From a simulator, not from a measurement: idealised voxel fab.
The document below concerns the process module designated voxel trench capacitor.
Square cells of 5 nm make up the cross-section cut, whose width is 255 nm.
Throughout this document, each cross-section is represented as a grid of square cells and is presented as a sequence of bands enumerated from the top downward, where a band comprises one or more rows of cells.
Per band: top height and bottom height in nm, followed by the left-to-right materials and their widths in nm; "everywhere" marks a single material spanning edge to edge, "blank" marks empty space.
The reference from which all heights are counted is 0, the level beneath which the as-received wafer is entirely one material; the lowest band, having no lower bound, proceeds downward and is written after the example "from 0 down".
Note: "30..40" means the width goes from the first number (top row of the band) to the second number (bottom row) in equal steps per row of cells.
Where a step carries "left unchanged", the cross-section came out of it unchanged, cell for cell.
Empty spaces counting at least 8 cells and having no open way to the top are listed in "Enclosed void list". The notation width x height at distance is used for each, the distance being from the left edge and all three values in nm.
Formally, on a step line, whatever follows the settings is a remark that the simulator itself makes on the step.
overlay nm, on a step with a mask: how far to the right of its planned place the mask lay; to the left if negative
-- Process steps - plan
1. op RECEIVE | material Si
2. op CONFORMAL_DEP | material SiN | thk nm 10
3. op PATTERN | tone open | mask id TRENCH | material resist | width nm 25 | pitch nm 50 | thk nm 20 | overlay nm 0
4. op DIRECTIONAL_ETCH | etch materials SiN | depth nm 10
5. op DIRECTIONAL_ETCH | etch materials Si | depth nm 30
6. op STRIP | etch materials resist
7. op CONFORMAL_DEP | material Al2O3 | thk nm 5
8. op CONFORMAL_DEP | material TiN | thk nm 5
9. op FILL_DEP | material W | thk nm 10
10. op CMP | height nm 10
-- Incoming wafer in cross-section (state: after step 1)
from 0 down | Si everywhere
Enclosed void list: none
-- Wafer cross-section at end of module: start and plan as shown above, one execution error
from 10 to 0 | SiN=30, Al2O3=5, TiN=5, W=5, TiN=5, Al2O3=5, SiN=25, Al2O3=5, TiN=5, W=5, TiN=5, Al2O3=5, SiN=25, Al2O3=5, TiN=5, W=5, TiN=5, Al2O3=5, SiN=25, Al2O3=5, TiN=5, W=5, TiN=5, Al2O3=5, SiN=50
from 0 to -20 | Si=30, Al2O3=5, TiN=5, W=5, TiN=5, Al2O3=5, Si=25, Al2O3=5, TiN=5, W=5, TiN=5, Al2O3=5, Si=25, Al2O3=5, TiN=5, W=5, TiN=5, Al2O3=5, Si=25, Al2O3=5, TiN=5, W=5, TiN=5, Al2O3=5, Si=50
from -20 to -25 | Si=30, Al2O3=5, TiN=15, Al2O3=5, Si=25, Al2O3=5, TiN=15, Al2O3=5, Si=25, Al2O3=5, TiN=15, Al2O3=5, Si=25, Al2O3=5, TiN=15, Al2O3=5, Si=50
from -25 to -30 | Si=30, Al2O3=25, Si=25, Al2O3=25, Si=25, Al2O3=25, Si=25, Al2O3=25, Si=50
from -30 down | Si everywhere
Enclosed void list: none
Deviation noted in wafer processing: step 3 was processed under conditions differing from the plan, specifically as op PATTERN | tone open | mask id TRENCH | material resist | width nm 25 | pitch nm 50 | thk nm 20 | overlay nm -10
